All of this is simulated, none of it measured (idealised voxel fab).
Proc. module: voxel wiring stack
Each square cell in cross-section cut measures 5 nm, and the section as a whole is 210 nm wide.
Throughout this document, each cross-section is represented as a grid of square cells and is presented as a sequence of bands enumerated from the top downward, where a band comprises one or more rows of cells. Per band: top height and bottom height in nm, followed by the left-to-right materials and their widths in nm; "full width" marks a single material spanning edge to edge, "air" marks empty space. A quick word on heights: they are counted from 0, and under that level the wafer as it came to us is one material throughout. The lowest band is different from the rest in having no bottom; it simply continues downward, written as in "0 down". Quick explanation for "30->40": the width changes in equal steps down the rows of cells, from the first number in the band's top row to the second number in its bottom row. Basically "all unchanged" means that step didn't change any cell in the cross-section. You'll see "Internal closed voids" listing empty spaces that have no way open to the top, as long as they're 8 cells or more; the notation is width x height at distance, where the distance is from the left edge, and all of it is in nm. On a step's line, text after the settings is the simulator commenting on that step. overlay nm, on a step with a mask: how far to the right of its planned place the mask lay; to the left if negative.

So here's the lineup of process steps we planned
| 1 | RECEIVE with material Si |
| 2 | CONFORMAL_DEP with material SiO2, thk nm 10 |
| 3 | DIRECTIONAL_DEP with material TiN, thk nm 5 |
| 4 | DIRECTIONAL_DEP with material W, thk nm 25 |
| 5 | PATTERN with tone cover, mask id METAL_1, material resist, width nm 30, pitch nm 55, thk nm 15, overlay nm 0 |
| 6 | DIRECTIONAL_ETCH with etch materials W, depth nm 25 |
| 7 | DIRECTIONAL_ETCH with etch materials TiN, depth nm 5 |
| 8 | STRIP with etch materials resist |
| 9 | FILL_DEP with material lowk, thk nm 5 |
| 10 | CMP with height nm 40 |
| 11 | CONFORMAL_DEP with material SiCN, thk nm 5 |
| 12 | DIRECTIONAL_DEP with material lowk, thk nm 5 |
| 13 | DIRECTIONAL_DEP with material aC, thk nm 15 |
| 14 | PATTERN with tone open, mask id PLUG_1, material resist, width nm 15, pitch nm 55, thk nm 30, overlay nm 0 |
| 15 | DIRECTIONAL_ETCH with etch materials aC, depth nm 15 |
| 16 | STRIP with etch materials resist |
| 17 | DIRECTIONAL_ETCH with etch materials lowk, depth nm 10 |
| 18 | DIRECTIONAL_ETCH with etch materials SiCN, depth nm 5 |
| 19 | STRIP with etch materials aC |
| 20 | EPI with material Ru, thk nm 10 |
| 21 | EPI with material Ru, thk nm 5 |
| 22 | CONFORMAL_DEP with material SiCN, thk nm 5 |
| 23 | DIRECTIONAL_DEP with material SiO2, thk nm 25 |
| 24 | DIRECTIONAL_DEP with material aC, thk nm 10 |
| 25 | PATTERN with tone open, mask id METAL_2, material resist, width nm 30, pitch nm 55, thk nm 25, overlay nm 0 |
| 26 | DIRECTIONAL_ETCH with etch materials aC, depth nm 10 |
| 27 | STRIP with etch materials resist |
| 28 | DIRECTIONAL_ETCH with etch materials SiO2, depth nm 25 |
| 29 | DIRECTIONAL_ETCH with etch materials SiCN, depth nm 5 |
| 30 | STRIP with etch materials aC |
| 31 | CONFORMAL_DEP with material TiN, thk nm 5 |
| 32 | FILL_DEP with material W, thk nm 5 |
| 33 | CMP with height nm 85 |
| 34 | CONFORMAL_DEP with material SiN, thk nm 5 |
The thk nm used in step 12 is not the same on every wafer, whereas the starting condition is; the value printed in the plan is the first wafer's.

The first of several wafers as received, shown in cross-section; this is its state after step 1
- 0 down | Si full width
- Internal closed voids: none

Below: a row per wafer. Contents at end of module: for every material, cells gained since receipt (+) or lost since receipt (-); then closed voids
thk nm 5; +33 Ru; +63 SiCN; +42 SiN; +204 SiO2; +87 TiN; +150 W; +177 lowk; Internal closed voids: none
thk nm 10; +27 Ru; +57 SiCN; +42 SiN; +204 SiO2; +66 TiN; +150 W; +210 lowk; Internal closed voids: none
thk nm 15; +78 SiCN; +42 SiN; +180 SiO2; +66 TiN; +138 W; +252 lowk; Internal closed voids: none
thk nm 20; +78 SiCN; +42 SiN; +156 SiO2; +60 TiN; +126 W; +294 lowk; Internal closed voids: none
thk nm 25; +78 SiCN; +42 SiN; +132 SiO2; +54 TiN; +114 W; +336 lowk; Internal closed voids: none
